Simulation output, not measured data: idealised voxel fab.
process module | voxel tone inversion
cross-section cut | 265 nm wide | cells 5 nm
A cross-section is a grid of square cells, given in bands from the top down. A band is one or more rows of cells.
Each band's line starts with the height of the band's top and of its bottom, in nm. Then come its materials from left to right, each with its width in nm. One material with "throughout" fills the band from edge to edge. "air" is empty space.
Height 0 is the level under which the wafer as received is all one material. The lowest band goes on downwards, as in "0 down".
A width such as "30 to 40" changes by the same amount from each row of cells to the next, from the band's top row to its bottom row.
"no change" after a step means that no cell of the cross-section changed.
closed voids: empty space of 8 cells or more with no open way to the top, each as width x height at its distance from the left edge, in nm
after a step's settings: what the simulator itself notes on the step
overlay nm, on a step with a mask: how far to the right of its planned place the mask lay; to the left if negative
plan
1 op RECEIVE | material Si
2 op CONFORMAL_DEP | material SiN | thk nm 10
3 op DIRECTIONAL_DEP | material polySi | thk nm 20
4 op PATTERN | tone cover | mask id POSTS | material resist | width nm 15 | pitch nm 40 | thk nm 30 | overlay nm 0
5 op DIRECTIONAL_ETCH | etch materials polySi | depth nm 20
6 op STRIP | etch materials resist
7 op FILL_DEP | material lowk | thk nm 10
8 op CMP | height nm 30
9 op STRIP | etch materials polySi
as received, after step 1
  0 down: Si throughout
  closed voids: none
a wafer at the end: this start, this plan, one mistake
  35 to 30: lowk throughout
  30 to 10: lowk 65 | polySi 15 | lowk 25 | polySi 15 | lowk 25 | polySi 15 | lowk 25 | polySi 15 | lowk 65
  10 to 0: SiN throughout
  0 down: Si throughout
  closed voids: none
what went wrong: step 8 ran as: op CMP | height nm 35
